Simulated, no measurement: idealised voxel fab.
Herein follows the process module entitled voxel plated lines.
Square cell edge 5 nm, section width 285 nm, ID cut.
Reading order for cross-sections: top band down to bottom band. Underlying form: a grid of square cells. Band size: one or more rows of cells. Read a band's entry like this: the first values are the height of its top and the height of its bottom in nm, and what follows is the sequence of materials from left to right, each with its width in nm. Note that "empty" is empty space, and that a single material marked "all across" reaches across the band from edge to edge. Where do heights start? At 0: under that level the wafer as delivered is made of one material only. And the lowest band has no floor; it just carries on downward, as in "0..down". A width such as "30->40" changes by the same amount from each row of cells to the next, from the band's top row to its bottom row. Where the words "everything unchanged" appear for a step, the cross-section shows no cell changed by that step; every cell remained as before. "Enclosed void inventory" contains a list of empty spaces, each no smaller than 8 cells and without an open way to the top, written in the form width x height at distance with the distance from the left edge and all three in nm. Whatever follows a step's settings on its line is a remark the simulator itself makes about that step. You can add "overlay nm" to a step's line. For a step with a mask, it describes how far the mask lay to the right of its planned position, and a negative number describes a lay to the left.
# So here's the lineup of process steps we planned
1. RECEIVE | material Si
2. CONFORMAL_DEP | material Al2O3 | thk nm 5
3. DIRECTIONAL_DEP | material TiN | thk nm 5
4. PATTERN | tone open | mask id LINES | material resist | width nm 25 | pitch nm 55 | thk nm 25 | overlay nm 0
5. EPI | material Ru | thk nm 10
6. EPI | material Ru | thk nm 10
7. STRIP | etch materials resist
8. DIRECTIONAL_ETCH | etch materials TiN | depth nm 5
9. CONFORMAL_DEP | material SiCN | thk nm 10
# First of the two wafers, run per plan
# Cross-section of the wafer as it came to us, i.e., already through step 1
* 0..down = Si all across
* Enclosed void inventory: none
# The wafer in cross-section once step 2 is complete
* 5..0 = Al2O3 all across
* Under 0: no change, same as before.
# The wafer in cross-section once step 3 is complete
* 10..5 = TiN all across
* Under 5: no change, same as before.
# The wafer in cross-section once step 4 is complete
* 35..10 = resist=100 / empty=25 / resist=30 / empty=25 / resist=105
* Under 10: no change, same as before.
# The wafer in cross-section once step 5 is complete
* 35..20 = resist=100 / empty=25 / resist=30 / empty=25 / resist=105
* 20..10 = resist=100 / Ru=25 / resist=30 / Ru=25 / resist=105
* Under 10: no change, same as before.
# The wafer in cross-section once step 6 is complete
* 35..30 = resist=100 / empty=25 / resist=30 / empty=25 / resist=105
* 30..10 = resist=100 / Ru=25 / resist=30 / Ru=25 / resist=105
* Under 10: no change, same as before.
# The wafer in cross-section once step 7 is complete
* 30..10 = empty=100 / Ru=25 / empty=30 / Ru=25 / empty=105
* Under 10: no change, same as before.
# The wafer in cross-section once step 8 is complete
* 30..10 = empty=100 / Ru=25 / empty=30 / Ru=25 / empty=105
* 10..5 = empty=100 / TiN=25 / empty=30 / TiN=25 / empty=105
* Under 5: no change, same as before.
# The wafer in cross-section once step 9 is complete
* 40..30 = empty=90 / SiCN=45 / empty=10 / SiCN=45 / empty=95
* 30..15 = empty=90 / SiCN=10 / Ru=25 / SiCN=10 / empty=10 / SiCN=10 / Ru=25 / SiCN=10 / empty=95
* 15..10 = SiCN=100 / Ru=25 / SiCN=30 / Ru=25 / SiCN=105
* 10..5 = SiCN=100 / TiN=25 / SiCN=30 / TiN=25 / SiCN=105
* Under 5: no change, same as before.
# Wafer two of two - same starting point, same process plan, one mistake in execution; matches wafer one up to and including step 3
# when step 4 should have ended
* 35..10 = resist=110 / empty=25 / resist=30 / empty=25 / resist=95
* Under 10: no change, same as before.
# when step 5 should have ended
* 35..20 = resist=110 / empty=25 / resist=30 / empty=25 / resist=95
* 20..10 = resist=110 / Ru=25 / resist=30 / Ru=25 / resist=95
* Under 10: no change, same as before.
# when step 6 should have ended
* 35..30 = resist=110 / empty=25 / resist=30 / empty=25 / resist=95
* 30..10 = resist=110 / Ru=25 / resist=30 / Ru=25 / resist=95
* Under 10: no change, same as before.
# when step 7 should have ended
* 30..10 = empty=110 / Ru=25 / empty=30 / Ru=25 / empty=95
* Under 10: no change, same as before.
# when step 8 should have ended
* 30..10 = empty=110 / Ru=25 / empty=30 / Ru=25 / empty=95
* 10..5 = empty=110 / TiN=25 / empty=30 / TiN=25 / empty=95
* Under 5: no change, same as before.
# when step 9 should have ended
* 40..30 = empty=100 / SiCN=45 / empty=10 / SiCN=45 / empty=85
* 30..15 = empty=100 / SiCN=10 / Ru=25 / SiCN=10 / empty=10 / SiCN=10 / Ru=25 / SiCN=10 / empty=85
* 15..10 = SiCN=110 / Ru=25 / SiCN=30 / Ru=25 / SiCN=95
* 10..5 = SiCN=110 / TiN=25 / SiCN=30 / TiN=25 / SiCN=95
* Under 5: no change, same as before.
The mistake made against the process plan was this: not per plan at step 4, really ran PATTERN | tone open | mask id LINES | material resist | width nm 25 | pitch nm 55 | thk nm 25 | overlay nm 10
Heads up: at the end the two wafers have identical cell counts per material, they're just laid out differently.
